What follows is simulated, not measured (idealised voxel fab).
Title: Process Module voxel plated lines
Cross-section cut spans 245 nm and uses square cells 5 nm in size.
For the purposes of this document, a cross-section shall be understood as a grid of square cells, specified as bands listed in top-to-bottom order, each band consisting of one or more rows of cells.
Read a band's entry like this: the first values are the height of its top and the height of its bottom in nm, and what follows is the sequence of materials from left to right, each with its width in nm. Note that "empty" is empty space, and that a single material marked "everywhere" reaches across the band from edge to edge.
Heads up on the height convention: 0 is the point under which the incoming wafer is all one material, and the lowest band has no bottom, it just keeps going down, like "0..down".
A width such as "30..40" changes by the same amount from each row of cells to the next, from the band's top row to its bottom row.
Given "nothing different" for a step, no cell of the cross-section differs between before and after that step.
What "Closed void roster" gives you is every empty space of 8 cells or more that is cut off from the top. Each appears as width x height at distance, with the distance taken from the left edge and width, height and distance all in nm.
Past the settings on a step's line: simulator remark, on that step.
overlay nm: where the mask lay relative to plan, measured to the right, on steps with a mask; negatives go left.
Process steps - plan:
1. op RECEIVE | material Si
2. op CONFORMAL_DEP | material SiN | thk nm 10
3. op DIRECTIONAL_DEP | material TiN | thk nm 5
4. op PATTERN | tone open | mask id LINES | material resist | width nm 20 | pitch nm 55 | thk nm 35 | overlay nm 0
5. op EPI | material Ru | thk nm 10
6. op EPI | material Ru | thk nm 5
7. op EPI | material Ru | thk nm 5
8. op STRIP | etch materials resist
9. op DIRECTIONAL_ETCH | etch materials TiN | depth nm 5
10. op CONFORMAL_DEP | material SiO2 | thk nm 5
Among the wafers covered here, the point of difference is the width nm at step 4; their starting state is shared, and the plan presents the value of the first wafer.
Sectional view: first of several wafers, as received, after step 1:
	0..down: Si everywhere
	Closed void roster: none
Per wafer, end of module: cells gained (+) or lost (-) per material since receipt, then closed voids:
width nm 20 | +64 Ru | +98 SiN | +89 SiO2 | +16 TiN | Closed void roster: none
width nm 25 | +80 Ru | +98 SiN | +89 SiO2 | +20 TiN | Closed void roster: none
width nm 30 | +96 Ru | +98 SiN | +89 SiO2 | +24 TiN | Closed void roster: none
width nm 35 | +112 Ru | +98 SiN | +89 SiO2 | +28 TiN | Closed void roster: none
width nm 40 | +128 Ru | +98 SiN | +89 SiO2 | +32 TiN | Closed void roster: none
